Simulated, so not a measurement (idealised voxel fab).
process module | voxel self aligned vias
cross-section cut | 275 nm wide | cells 5 nm
A cross-section is a grid of square cells, given in bands from the top down. A band is one or more rows of cells.
Each band's line starts with the height of the band's top and of its bottom, in nm. Then come its materials from left to right, each with its width in nm. One material with "throughout" fills the band from edge to edge. "air" is empty space.
Height 0 is the level under which the wafer as received is all one material. The lowest band goes on downwards, as in "0 down".
A width such as "30 to 40" changes by the same amount from each row of cells to the next, from the band's top row to its bottom row.
"no change" after a step means that no cell of the cross-section changed.
closed voids: empty space of 8 cells or more with no open way to the top, each as width x height at its distance from the left edge, in nm
after a step's settings: what the simulator itself notes on the step
overlay nm, on a step with a mask: how far to the right of its planned place the mask lay; to the left if negative
plan
1 op RECEIVE | material Si
2 op CONFORMAL_DEP | material SiO2 | thk nm 15
3 op CONFORMAL_DEP | material SiCN | thk nm 5
4 op DIRECTIONAL_DEP | material SiO2 | thk nm 25
5 op PATTERN | tone open | mask id LINES | material resist | width nm 25 | pitch nm 75 | thk nm 15 | overlay nm 0
6 op DIRECTIONAL_ETCH | etch materials SiO2 | depth nm 25
7 op STRIP | etch materials resist
8 op CONFORMAL_DEP | material TiN | thk nm 5
9 op FILL_DEP | material Ru | thk nm 10
10 op CMP | height nm 45
11 op SELECTIVE_ETCH | etch materials W Ru TiN | depth nm 10
12 op FILL_DEP | material SiN | thk nm 5
13 op CMP | height nm 45
14 op DIRECTIONAL_DEP | material SiO2 | thk nm 15
15 op PATTERN | tone open | mask id VIAS | material resist | width nm 45 | pitch nm 150 | thk nm 20 | overlay nm 0
16 op DIRECTIONAL_ETCH | etch materials SiO2 | depth nm 15
17 op DIRECTIONAL_ETCH | etch materials SiN | depth nm 10
18 op STRIP | etch materials resist
19 op CONFORMAL_DEP | material TiN | thk nm 5
20 op FILL_DEP | material W | thk nm 5
21 op CMP | height nm 60
22 op CONFORMAL_DEP | material SiN | thk nm 5
as received, after step 1
  0 down: Si throughout
  closed voids: none
a wafer at the end: this start, this plan, one mistake
  65 to 60: SiN throughout
  60 to 50: SiO2 40 | TiN 5 | W 35 | TiN 5 | SiO2 105 | TiN 5 | W 35 | TiN 5 | SiO2 40
  50 to 45: SiO2 40 | TiN 15 | W 15 | TiN 15 | SiO2 105 | TiN 15 | W 15 | TiN 15 | SiO2 40
  45 to 40: SiO2 50 | TiN 5 | W 15 | TiN 5 | SiO2 50 | SiN 25 | SiO2 50 | TiN 5 | W 15 | TiN 5 | SiO2 50
  40 to 35: SiO2 50 | TiN 25 | SiO2 50 | SiN 25 | SiO2 50 | TiN 25 | SiO2 50
  35 to 25: SiO2 50 | TiN 5 | Ru 15 | TiN 5 | SiO2 50 | TiN 5 | Ru 15 | TiN 5 | SiO2 50 | TiN 5 | Ru 15 | TiN 5 | SiO2 50
  25 to 20: SiO2 50 | TiN 25 | SiO2 50 | TiN 25 | SiO2 50 | TiN 25 | SiO2 50
  20 to 5: SiO2 throughout
  5 to 0: SiCN throughout
  0 down: Si throughout
  closed voids: none
what went wrong: steps 2 and 3 were swapped
